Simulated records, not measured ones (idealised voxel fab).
Process module heading - voxel self aligned vias
Shown is cross-section cut, with a width of 285 nm and square cells of size 5 nm.
Notation: cross-section as square-cell grid; stated in bands, top first, going down; one or more cell rows per band.
In this notation a band is specified by the heights of its top and bottom, in that order and in nm, after which its materials appear from left to right, each paired with its width in nm. The word "edge to edge" attached to a single material means that material fills the band from edge to edge; the word "empty" stands for empty space.
Height is counted from the level 0, under which the received wafer is composed throughout of one material. The lowest of the bands is not closed at the bottom but continues downward, in the notation "0 nm and below".
You'd read "30 to 40" like this: the band's top row of cells is as wide as the first number, its bottom row is as wide as the second, and going down, every row changes width by the same amount as the row before did.
"nothing different" means the step left every cell of the cross-section as it was.
Reported under the label "Unvented internal voids" are the empty spaces having no open way to the top and comprising 8 cells or more; the notation for each is width x height at distance, in which the distance is measured from the left edge and all three values are in nm.
It should be noted that, on the line of a given step, the content following the step's settings is a remark produced by the simulator itself with respect to that step.
If you see "overlay nm" on a step's line and that step has a mask, it's telling you how far right of where it was planned the mask ended up; a negative number means it went left instead.
# List of planned process steps
1,RECEIVE [material Si]
2,CONFORMAL_DEP [material SiO2] [thk nm 15]
3,CONFORMAL_DEP [material SiCN] [thk nm 5]
4,DIRECTIONAL_DEP [material lowk] [thk nm 30]
5,DIRECTIONAL_DEP [material aC] [thk nm 10]
6,PATTERN [tone open] [mask id LINES] [material resist] [width nm 30] [pitch nm 55] [thk nm 25] [overlay nm 0]
7,DIRECTIONAL_ETCH [etch materials aC] [depth nm 10]
8,STRIP [etch materials resist]
9,DIRECTIONAL_ETCH [etch materials lowk] [depth nm 30]
10,STRIP [etch materials aC]
11,CONFORMAL_DEP [material TiN] [thk nm 5]
12,FILL_DEP [material W] [thk nm 10]
13,CMP [height nm 50]
14,SELECTIVE_ETCH [etch materials W Ru TiN] [depth nm 5]
15,FILL_DEP [material SiN] [thk nm 5]
16,CMP [height nm 50]
17,DIRECTIONAL_DEP [material lowk] [thk nm 20]
18,PATTERN [tone open] [mask id VIAS] [material resist] [width nm 40] [thk nm 20] [overlay nm 0]
19,DIRECTIONAL_ETCH [etch materials lowk] [depth nm 20]
20,DIRECTIONAL_ETCH [etch materials SiN] [depth nm 5]
21,STRIP [etch materials resist]
22,CONFORMAL_DEP [material TiN] [thk nm 5]
23,FILL_DEP [material W] [thk nm 10]
24,CMP [height nm 70]
25,CONFORMAL_DEP [material SiN] [thk nm 5]
# Incoming wafer, cross-sectional view, post step 1
* 0 nm and below = Si edge to edge
* Unvented internal voids: none
# Cross-section: first of two wafers, module finished, run according to plan
* 75 nm to 70 nm = SiN edge to edge
* 70 nm to 55 nm = lowk: 95, TiN: 5, W: 30, TiN: 5, lowk: 150
* 55 nm to 50 nm = lowk: 95, TiN: 10, W: 20, TiN: 10, lowk: 150
* 50 nm to 45 nm = lowk: 100, TiN: 30, lowk: 25, SiN: 30, lowk: 100
* 45 nm to 25 nm = lowk: 100, TiN: 5, W: 20, TiN: 5, lowk: 25, TiN: 5, W: 20, TiN: 5, lowk: 100
* 25 nm to 20 nm = lowk: 100, TiN: 30, lowk: 25, TiN: 30, lowk: 100
* 20 nm to 15 nm = SiCN edge to edge
* 15 nm to 0 nm = SiO2 edge to edge
* 0 nm and below = Si edge to edge
* Unvented internal voids: none
# Wafer two, end of module, cross-section. Same start, same plan as wafer one. One mistake in the run
* 75 nm to 70 nm = SiN edge to edge
* 70 nm to 55 nm = lowk: 85, TiN: 5, W: 30, TiN: 5, lowk: 160
* 55 nm to 50 nm = lowk: 85, TiN: 20, W: 15, TiN: 5, lowk: 160
* 50 nm to 45 nm = lowk: 100, TiN: 25, SiN: 5, lowk: 25, SiN: 30, lowk: 100
* 45 nm to 25 nm = lowk: 100, TiN: 5, W: 20, TiN: 5, lowk: 25, TiN: 5, W: 20, TiN: 5, lowk: 100
* 25 nm to 20 nm = lowk: 100, TiN: 30, lowk: 25, TiN: 30, lowk: 100
* 20 nm to 15 nm = SiCN edge to edge
* 15 nm to 0 nm = SiO2 edge to edge
* 0 nm and below = Si edge to edge
* Unvented internal voids: none
Want to know what went wrong? step 18 deviated from plan and actually ran as PATTERN [tone open] [mask id VIAS] [material resist] [width nm 40] [thk nm 20] [overlay nm -10]
The closing comparison, in cells, has the second wafer with more or fewer of some materials than the first: 1 more of SiN, 1 fewer of W
